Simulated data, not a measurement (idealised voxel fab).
The process module presented herein is designated voxel wiring stack.
The width of the displayed cross-section, cut, is 185 nm; its cells are square, with a size of 5 nm.
This document writes a cross-section as a grid whose cells are square, and gives it as bands, listed from the top down; one or more rows of cells form a band. Basically the band line says how high the top is and how high the bottom is, in nm, and then what's in it from left to right, every material with its width in nm. Empty space shows up as "blank", and if a single material carries "everywhere" it runs the full band edge to edge. Measure heights from 0. That's the level where, below it, the as-received wafer is all one material. The lowest band is bottomless and extends downward; write it as in "z 0 and below". Top row gets the first number, bottom row gets the second, and each row in between changes by the same step: that is how a band width like "30..40" works. Key: "nothing changed" - step with no changed cell in the cross-section. Any empty space of 8 cells or more lacking an open way to the top shows up in "Non-vented voids" as width x height at distance, distance from the left edge, in nm. after a step's settings: what the simulator itself notes on the step. overlay nm: for a step with a mask, the amount by which the mask lay right of where it was planned; a negative amount means left of it.

Process steps foreseen in the plan
| 1 | RECEIVE: material Si |
| 2 | CONFORMAL_DEP: material SiO2, thk nm 15 |
| 3 | CONFORMAL_DEP: material SiN, thk nm 5 |
| 4 | DIRECTIONAL_DEP: material lowk, thk nm 20 |
| 5 | PATTERN: tone open, mask id METAL_1, material resist, width nm 20, pitch nm 45, thk nm 20, overlay nm 0 |
| 6 | DIRECTIONAL_ETCH: etch materials lowk, depth nm 20 |
| 7 | DIRECTIONAL_ETCH: etch materials SiN, depth nm 5 |
| 8 | STRIP: etch materials resist |
| 9 | CONFORMAL_DEP: material TiN, thk nm 5 |
| 10 | FILL_DEP: material Cu, thk nm 10 |
| 11 | CMP: height nm 40 |
| 12 | EPI: material Ru, thk nm 5 |
| 13 | FILL_DEP: material SiCN, thk nm 5 |
| 14 | DIRECTIONAL_DEP: material lowk, thk nm 20 |
| 15 | MASKED_ETCH: tone open, mask id PLUG_1, width nm 15, pitch nm 90, etch materials lowk, depth nm 20, overlay nm 0 |
| 16 | MASKED_ETCH: tone open, mask id PLUG_1, width nm 15, pitch nm 90, etch materials SiCN, depth nm 5, overlay nm 0 |
| 17 | CONFORMAL_DEP: material TiN, thk nm 5 |
| 18 | FILL_DEP: material W, thk nm 5 |
| 19 | CMP: height nm 70 |
| 20 | DIRECTIONAL_DEP: material TiN, thk nm 5 |
| 21 | DIRECTIONAL_DEP: material Ru, thk nm 25 |
| 22 | DIRECTIONAL_DEP: material aC, thk nm 10 |
| 23 | PATTERN: tone cover, mask id METAL_2, material resist, width nm 20, pitch nm 45, thk nm 30, overlay nm 0 |
| 24 | DIRECTIONAL_ETCH: etch materials aC, depth nm 10 |
| 25 | STRIP: etch materials resist |
| 26 | DIRECTIONAL_ETCH: etch materials Ru, depth nm 25 |
| 27 | DIRECTIONAL_ETCH: etch materials TiN, depth nm 5 |
| 28 | STRIP: etch materials aC |
| 29 | FILL_DEP: material SiO2, thk nm 10 |
| 30 | CMP: height nm 100 |
| 31 | CONFORMAL_DEP: material SiCN, thk nm 5 |

As-received state of the wafer in cross-section, equivalent to post-step 1
> z 0 and below | Si everywhere
> Non-vented voids: none

Figure: cross-sectional view of the wafer upon completion of the module, processed from the initial state and according to the plan depicted above, with one error introduced during execution
> z 105 to 100 | SiCN everywhere
> z 100 to 75 | 35 SiO2 | 20 Ru | 25 SiO2 | 20 Ru | 25 SiO2 | 20 Ru | 40 SiO2
> z 75 to 70 | 35 SiO2 | 20 TiN | 25 SiO2 | 20 TiN | 25 SiO2 | 20 TiN | 40 SiO2
> z 70 to 50 | 35 lowk | 5 TiN | 5 W | 5 TiN | 75 lowk | 5 TiN | 5 W | 5 TiN | 45 lowk
> z 50 to 45 | 35 SiCN | 15 TiN | 75 SiCN | 15 TiN | 45 SiCN
> z 45 to 40 | 30 SiCN | 30 Ru | 15 SiCN | 30 Ru | 15 SiCN | 30 Ru | 35 SiCN
> z 40 to 35 | 35 SiN | 20 TiN | 25 SiN | 20 TiN | 25 SiN | 20 TiN | 40 SiN
> z 35 to 15 | lowk everywhere
> z 15 to 0 | SiO2 everywhere
> z 0 and below | Si everywhere
> Non-vented voids: none
It is concluded that the wafer was processed incorrectly with respect to the plan, in that it was found that steps 3 and 4 of the process plan had been performed in exchanged positions
